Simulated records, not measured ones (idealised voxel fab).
The document below concerns the process module designated voxel released beams.
Displayed cross-section: cut, width of 140 nm, square cells sized 5 nm.
A cross-section is a grid of square cells, given in bands from the top down. A band is one or more rows of cells. First you get the band's top height and its bottom height, in nm, and then the materials it's made of, left to right, with each width in nm. If you see a single material with "throughout", that one covers the band edge to edge. "blank" is empty space. Below 0: as-received wafer, all one material; heights counted from there. Lowest band: no bottom, goes on down, written "0 -> down". A width given as "30..40" starts at the first number in the band's top row and ends at the second number in its bottom row, shifting by an equal amount at every step from row to row. "changes: none" after a step means that no cell of the cross-section changed. Listed in "Unvented voids": every empty space of 8 or more cells without an open way to the top. Form: width x height at distance, the distance being from the left edge, all in nm. On each step's line, the part that comes after the settings is the simulator's own comment on the step. Regarding "overlay nm": on a step with a mask, it is the distance the mask lay to the right of its planned place; a negative value places it to the left. Pairs ahead. Before: cross-section ahead of one process step. After: cross-section once the step is done, shown to the lowest changed band only. Under each pair: that step, with settings. Caution: pairs may come from different runs of this module on the same starting wafer; a pair follows the pair above only where its "State before" entry says so.
State before
	0 -> down = Si throughout
	Unvented voids: none
Resulting Cross-Section
	5 -> 0 = Al2O3 throughout
	For the remainder of the cross-section, below 0, there is no change.
	Unvented voids: none
Going from the before section above to the after section, the step was CONFORMAL_DEP [material Al2O3] [thk nm 5]
State before: The pre-step condition corresponds to the post-step cross-section depicted in the pair directly above.
Resulting Cross-Section
	15 -> 5 = SiO2 throughout
	For the remainder of the cross-section, below 5, there is no change.
	Unvented voids: none
Going from the before section above to the after section, the step was DIRECTIONAL_DEP [material SiO2] [thk nm 10]
State before: The pre-step condition corresponds to the post-step cross-section depicted in the pair directly above.
Resulting Cross-Section
	15 -> 5 = 30 nm SiO2, then 30 nm blank, then 80 nm SiO2
	For the remainder of the cross-section, below 5, there is no change.
	Unvented voids: none
Going from the before section above to the after section, the step was MASKED_ETCH [tone open] [mask id ANCHOR] [width nm 30] [etch materials SiO2] [depth nm 10] [overlay nm 0]
State before: The pre-step condition corresponds to the post-step cross-section depicted in the pair directly above.
Resulting Cross-Section
	25 -> 15 = 40 nm W, then 10 nm blank, then 90 nm W
	15 -> 5 = 30 nm SiO2, then 30 nm W, then 80 nm SiO2
	For the remainder of the cross-section, below 5, there is no change.
	Unvented voids: none
Going from the before section above to the after section, the step was CONFORMAL_DEP [material W] [thk nm 10]
State before: The pre-step condition corresponds to the post-step cross-section depicted in the pair directly above.
Resulting Cross-Section
	25 -> 15 = 25 nm blank, then 15 nm W, then 10 nm blank, then 55 nm W, then 35 nm blank
	For the remainder of the cross-section, below 15, there is no change.
	Unvented voids: none
Going from the before section above to the after section, the step was MASKED_ETCH [tone cover] [mask id BEAM] [width nm 80] [etch materials W] [depth nm 10] [overlay nm 0]
State before: The pre-step condition corresponds to the post-step cross-section depicted in the pair directly above.
Resulting Cross-Section
	25 -> 15 = 25 nm blank, then 15 nm W, then 10 nm blank, then 55 nm W, then 35 nm blank
	15 -> 5 = 30 nm blank, then 30 nm W, then 80 nm blank
	For the remainder of the cross-section, below 5, there is no change.
	Unvented voids: none
Going from the before section above to the after section, the step was STRIP [etch materials SiO2]
State before
	0 -> down = Si throughout
	Unvented voids: none
Resulting Cross-Section
	10 -> 0 = SiO2 throughout
	For the remainder of the cross-section, below 0, there is no change.
	Unvented voids: none
Going from the before section above to the after section, the step was DIRECTIONAL_DEP [material SiO2] [thk nm 10]
State before: The pre-step condition corresponds to the post-step cross-section depicted in the pair directly above.
Resulting Cross-Section
	10 -> 0 = 30 nm SiO2, then 30 nm blank, then 80 nm SiO2
	For the remainder of the cross-section, below 0, there is no change.
	Unvented voids: none
Going from the before section above to the after section, the step was MASKED_ETCH [tone open] [mask id ANCHOR] [width nm 30] [etch materials SiO2] [depth nm 10] [overlay nm 0]
State before: The pre-step condition corresponds to the post-step cross-section depicted in the pair directly above.
Resulting Cross-Section
	20 -> 10 = 40 nm W, then 10 nm blank, then 90 nm W
	10 -> 0 = 30 nm SiO2, then 30 nm W, then 80 nm SiO2
	For the remainder of the cross-section, below 0, there is no change.
	Unvented voids: none
Going from the before section above to the after section, the step was CONFORMAL_DEP [material W] [thk nm 10]
State before: The pre-step condition corresponds to the post-step cross-section depicted in the pair directly above.
Resulting Cross-Section
	20 -> 10 = 25 nm blank, then 15 nm W, then 10 nm blank, then 55 nm W, then 35 nm blank
	For the remainder of the cross-section, below 10, there is no change.
	Unvented voids: none
Going from the before section above to the after section, the step was MASKED_ETCH [tone cover] [mask id BEAM] [width nm 80] [etch materials W] [depth nm 10] [overlay nm 0]
State before: The pre-step condition corresponds to the post-step cross-section depicted in the pair directly above.
Resulting Cross-Section
	20 -> 10 = 25 nm blank, then 15 nm W, then 10 nm blank, then 55 nm W, then 35 nm blank
	10 -> 0 = 30 nm blank, then 30 nm W, then 80 nm blank
	For the remainder of the cross-section, below 0, there is no change.
	Unvented voids: none
Going from the before section above to the after section, the step was STRIP [etch materials SiO2]
State before
	10 -> 0 = SiO2 throughout
	0 -> down = Si throughout
	Unvented voids: none
Resulting Cross-Section
	15 -> 10 = Al2O3 throughout
	For the remainder of the cross-section, below 10, there is no change.
	Unvented voids: none
Going from the before section above to the after section, the step was CONFORMAL_DEP [material Al2O3] [thk nm 5]
State before: The pre-step condition corresponds to the post-step cross-section depicted in the pair directly above.
Resulting Cross-Section
	25 -> 15 = W throughout
	For the remainder of the cross-section, below 15, there is no change.
	Unvented voids: none
Going from the before section above to the after section, the step was CONFORMAL_DEP [material W] [thk nm 10]
State before: The pre-step condition corresponds to the post-step cross-section depicted in the pair directly above.
Resulting Cross-Section
	25 -> 15 = 25 nm blank, then 80 nm W, then 35 nm blank
	For the remainder of the cross-section, below 15, there is no change.
	Unvented voids: none
Going from the before section above to the after section, the step was MASKED_ETCH [tone cover] [mask id BEAM] [width nm 80] [etch materials W] [depth nm 10] [overlay nm 0]
State before
	0 -> down = Si throughout
	Unvented voids: none
Resulting Cross-Section
	15 -> 0 = Al2O3 throughout
	For the remainder of the cross-section, below 0, there is no change.
	Unvented voids: none
Going from the before section above to the after section, the step was CONFORMAL_DEP [material Al2O3] [thk nm 15]
State before: The pre-step condition corresponds to the post-step cross-section depicted in the pair directly above.
Resulting Cross-Section
	25 -> 15 = SiO2 throughout
	For the remainder of the cross-section, below 15, there is no change.
	Unvented voids: none
Going from the before section above to the after section, the step was DIRECTIONAL_DEP [material SiO2] [thk nm 10]
State before: The pre-step condition corresponds to the post-step cross-section depicted in the pair directly above.
Resulting Cross-Section
	25 -> 15 = 30 nm SiO2, then 30 nm blank, then 80 nm SiO2
	For the remainder of the cross-section, below 15, there is no change.
	Unvented voids: none
Going from the before section above to the after section, the step was MASKED_ETCH [tone open] [mask id ANCHOR] [width nm 30] [etch materials SiO2] [depth nm 10] [overlay nm 0]
State before: The pre-step condition corresponds to the post-step cross-section depicted in the pair directly above.
Resulting Cross-Section
	35 -> 25 = 40 nm W, then 10 nm blank, then 90 nm W
	25 -> 15 = 30 nm SiO2, then 30 nm W, then 80 nm SiO2
	For the remainder of the cross-section, below 15, there is no change.
	Unvented voids: none
Going from the before section above to the after section, the step was CONFORMAL_DEP [material W] [thk nm 10]
State before: The pre-step condition corresponds to the post-step cross-section depicted in the pair directly above.
Resulting Cross-Section
	35 -> 25 = 25 nm blank, then 15 nm W, then 10 nm blank, then 55 nm W, then 35 nm blank
	For the remainder of the cross-section, below 25, there is no change.
	Unvented voids: none
Going from the before section above to the after section, the step was MASKED_ETCH [tone cover] [mask id BEAM] [width nm 80] [etch materials W] [depth nm 10] [overlay nm 0]
State before: The pre-step condition corresponds to the post-step cross-section depicted in the pair directly above.
Resulting Cross-Section
	35 -> 25 = 25 nm blank, then 15 nm W, then 10 nm blank, then 55 nm W, then 35 nm blank
	25 -> 15 = 30 nm blank, then 30 nm W, then 80 nm blank
	For the remainder of the cross-section, below 15, there is no change.
	Unvented voids: none
Going from the before section above to the after section, the step was STRIP [etch materials SiO2]
State before
	15 -> 5 = SiO2 throughout
	5 -> 0 = Al2O3 throughout
	0 -> down = Si throughout
	Unvented voids: none
Resulting Cross-Section
	15 -> 5 = 35 nm SiO2, then 20 nm blank, then 85 nm SiO2
	For the remainder of the cross-section, below 5, there is no change.
	Unvented voids: none
Going from the before section above to the after section, the step was MASKED_ETCH [tone open] [mask id ANCHOR] [width nm 20] [etch materials SiO2] [depth nm 10] [overlay nm 0]
State before: The pre-step condition corresponds to the post-step cross-section depicted in the pair directly above.
Resulting Cross-Section
	25 -> 15 = W throughout
	15 -> 5 = 35 nm SiO2, then 20 nm W, then 85 nm SiO2
	For the remainder of the cross-section, below 5, there is no change.
	Unvented voids: none
Going from the before section above to the after section, the step was CONFORMAL_DEP [material W] [thk nm 10]
State before: The pre-step condition corresponds to the post-step cross-section depicted in the pair directly above.
Resulting Cross-Section
	25 -> 15 = 25 nm blank, then 80 nm W, then 35 nm blank
	For the remainder of the cross-section, below 15, there is no change.
	Unvented voids: none
Going from the before section above to the after section, the step was MASKED_ETCH [tone cover] [mask id BEAM] [width nm 80] [etch materials W] [depth nm 10] [overlay nm 0]
State before: The pre-step condition corresponds to the post-step cross-section depicted in the pair directly above.
Resulting Cross-Section
	25 -> 15 = 25 nm blank, then 80 nm W, then 35 nm blank
	15 -> 5 = 35 nm blank, then 20 nm W, then 85 nm blank
	For the remainder of the cross-section, below 5, there is no change.
	Unvented voids: none
Going from the before section above to the after section, the step was STRIP [etch materials SiO2]
State before
	15 -> 5 = SiO2 throughout
	5 -> 0 = Al2O3 throughout
	0 -> down = Si throughout
	Unvented voids: none
Resulting Cross-Section
	15 -> 5 = 25 nm SiO2, then 30 nm blank, then 85 nm SiO2
	For the remainder of the cross-section, below 5, there is no change.
	Unvented voids: none
Going from the before section above to the after section, the step was MASKED_ETCH [tone open] [mask id ANCHOR] [width nm 30] [etch materials SiO2] [depth nm 10] [overlay nm -5]
State before: The pre-step condition corresponds to the post-step cross-section depicted in the pair directly above.
Resulting Cross-Section
	25 -> 15 = 35 nm W, then 10 nm blank, then 95 nm W
	15 -> 5 = 25 nm SiO2, then 30 nm W, then 85 nm SiO2
	For the remainder of the cross-section, below 5, there is no change.
	Unvented voids: none
Going from the before section above to the after section, the step was CONFORMAL_DEP [material W] [thk nm 10]
State before: The pre-step condition corresponds to the post-step cross-section depicted in the pair directly above.
Resulting Cross-Section
	25 -> 15 = 25 nm blank, then 10 nm W, then 10 nm blank, then 60 nm W, then 35 nm blank
	For the remainder of the cross-section, below 15, there is no change.
	Unvented voids: none
Going from the before section above to the after section, the step was MASKED_ETCH [tone cover] [mask id BEAM] [width nm 80] [etch materials W] [depth nm 10] [overlay nm 0]
State before: The pre-step condition corresponds to the post-step cross-section depicted in the pair directly above.
Resulting Cross-Section
	25 -> 15 = 25 nm blank, then 10 nm W, then 10 nm blank, then 60 nm W, then 35 nm blank
	15 -> 5 = 25 nm blank, then 30 nm W, then 85 nm blank
	For the remainder of the cross-section, below 5, there is no change.
	Unvented voids: none
Going from the before section above to the after section, the step was STRIP [etch materials SiO2]
State before
	0 -> down = Si throughout
	Unvented voids: none
Resulting Cross-Section
	5 -> 0 = SiO2 throughout
	For the remainder of the cross-section, below 0, there is no change.
	Unvented voids: none
Going from the before section above to the after section, the step was CONFORMAL_DEP [material SiO2] [thk nm 5]
State before: The pre-step condition corresponds to the post-step cross-section depicted in the pair directly above.
Resulting Cross-Section
	15 -> 0 = SiO2 throughout
	For the remainder of the cross-section, below 0, there is no change.
	Unvented voids: none
Going from the before section above to the after section, the step was DIRECTIONAL_DEP [material SiO2] [thk nm 10]
State before: The pre-step condition corresponds to the post-step cross-section depicted in the pair directly above.
Resulting Cross-Section
	15 -> 5 = 30 nm SiO2, then 30 nm blank, then 80 nm SiO2
	For the remainder of the cross-section, below 5, there is no change.
	Unvented voids: none
Going from the before section above to the after section, the step was MASKED_ETCH [tone open] [mask id ANCHOR] [width nm 30] [etch materials SiO2] [depth nm 10] [overlay nm 0]
State before: The pre-step condition corresponds to the post-step cross-section depicted in the pair directly above.
Resulting Cross-Section
	25 -> 15 = 40 nm W, then 10 nm blank, then 90 nm W
	15 -> 5 = 30 nm SiO2, then 30 nm W, then 80 nm SiO2
	For the remainder of the cross-section, below 5, there is no change.
	Unvented voids: none
Going from the before section above to the after section, the step was CONFORMAL_DEP [material W] [thk nm 10]
State before: The pre-step condition corresponds to the post-step cross-section depicted in the pair directly above.
Resulting Cross-Section
	25 -> 15 = 25 nm blank, then 15 nm W, then 10 nm blank, then 55 nm W, then 35 nm blank
	For the remainder of the cross-section, below 15, there is no change.
	Unvented voids: none
Going from the before section above to the after section, the step was MASKED_ETCH [tone cover] [mask id BEAM] [width nm 80] [etch materials W] [depth nm 10] [overlay nm 0]
State before: The pre-step condition corresponds to the post-step cross-section depicted in the pair directly above.
Resulting Cross-Section
	0 -> down = Si throughout
	Unvented voids: none
Going from the before section above to the after section, the step was STRIP [etch materials SiO2]
State before
	15 -> 5 = SiO2 throughout
	5 -> 0 = Al2O3 throughout
	0 -> down = Si throughout
	Unvented voids: none
Resulting Cross-Section
	15 -> 5 = 30 nm blank, then 30 nm SiO2, then 80 nm blank
	For the remainder of the cross-section, below 5, there is no change.
	Unvented voids: none
Going from the before section above to the after section, the step was MASKED_ETCH [tone cover] [mask id ANCHOR] [width nm 30] [etch materials SiO2] [depth nm 10] [overlay nm 0]
State before: The pre-step condition corresponds to the post-step cross-section depicted in the pair directly above.
Resulting Cross-Section
	25 -> 15 = 20 nm blank, then 50 nm W, then 70 nm blank
	15 -> 5 = 30 nm W, then 30 nm SiO2, then 80 nm W
	For the remainder of the cross-section, below 5, there is no change.
	Unvented voids: none
Going from the before section above to the after section, the step was CONFORMAL_DEP [material W] [thk nm 10]
State before: The pre-step condition corresponds to the post-step cross-section depicted in the pair directly above.
Resulting Cross-Section
	25 -> 15 = 25 nm blank, then 45 nm W, then 70 nm blank
	15 -> 5 = 20 nm blank, then 10 nm W, then 30 nm SiO2, then 45 nm W, then 35 nm blank
	For the remainder of the cross-section, below 5, there is no change.
	Unvented voids: none
Going from the before section above to the after section, the step was MASKED_ETCH [tone cover] [mask id BEAM] [width nm 80] [etch materials W] [depth nm 10] [overlay nm 0]
